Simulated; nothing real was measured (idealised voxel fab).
This is a process module. Its name is voxel double patterning.
For reference, the cross-section in this document is cut, with width 180 nm and square cells of 5 nm.
Notation: cross-section as square-cell grid; stated in bands, top first, going down; one or more cell rows per band. Band entry format. Leading values: height of top, height of bottom, nm. Remainder: materials in left-to-right order, each with its width in nm. Special words: "throughout" on a single material, which then fills the band edge to edge; "empty", empty space. Heads up on the height convention: 0 is the point under which the incoming wafer is all one material, and the lowest band has no bottom, it just keeps going down, like "0..down". A width given as "30 to 40" starts at the first number in the band's top row and ends at the second number in its bottom row, shifting by an equal amount at every step from row to row. What does "nothing different" mean for a step? It means no cell of the cross-section changed in that step. So "Internal closed voids" is basically the list of trapped voids: any empty space of 8 cells or more that can't reach the top through an opening. They're written width x height at distance, the distance being from the left edge, and it's all nm. On each step's line, the part that comes after the settings is the simulator's own comment on the step. The setting "overlay nm" may be written on the line of a step. When the step uses a mask, the value reports how far to the right of the planned place the mask lay, and a negative value reports that it lay to the left.
-- List of planned process steps
1,RECEIVE, material Si
2,CONFORMAL_DEP, material SiO2, thk nm 5
3,DIRECTIONAL_DEP, material W, thk nm 20
4,DIRECTIONAL_DEP, material SiCN, thk nm 5
5,MASKED_ETCH, tone open, mask id FIRST, width nm 15, pitch nm 50, etch materials SiCN, depth nm 5, overlay nm 0
6,PATTERN, tone open, mask id SECOND, material resist, width nm 15, pitch nm 50, thk nm 15, overlay nm 0
7,DIRECTIONAL_ETCH, etch materials SiCN, depth nm 5
8,STRIP, etch materials resist
9,DIRECTIONAL_ETCH, etch materials W, depth nm 20
10,STRIP, etch materials SiCN
-- Cross-section of the wafer as it came to us, i.e., already through step 1
> 0..down | Si throughout
> Internal closed voids: none
-- Module complete - cross-section of the first of two wafers, run according to plan
> 25..5 | W (30)  empty (15)  W (10)  empty (15)  W (10)  empty (15)  W (10)  empty (15)  W (10)  empty (15)  W (35)
> 5..0 | SiO2 throughout
> 0..down | Si throughout
> Internal closed voids: none
-- Second wafer of the two, sectioned at the end of the module. It began like the first and followed the same plan, but one mistake was made while running it
> 45..25 | W (30)  empty (15)  W (10)  empty (15)  W (10)  empty (15)  W (10)  empty (15)  W (10)  empty (15)  W (35)
> 25..5 | W throughout
> 5..0 | SiO2 throughout
> 0..down | Si throughout
> Internal closed voids: none
What was done differently from what was planned? step 3 was run twice
Wafer comparison, final, in cells, second relative to first, materials more or fewer: W +144
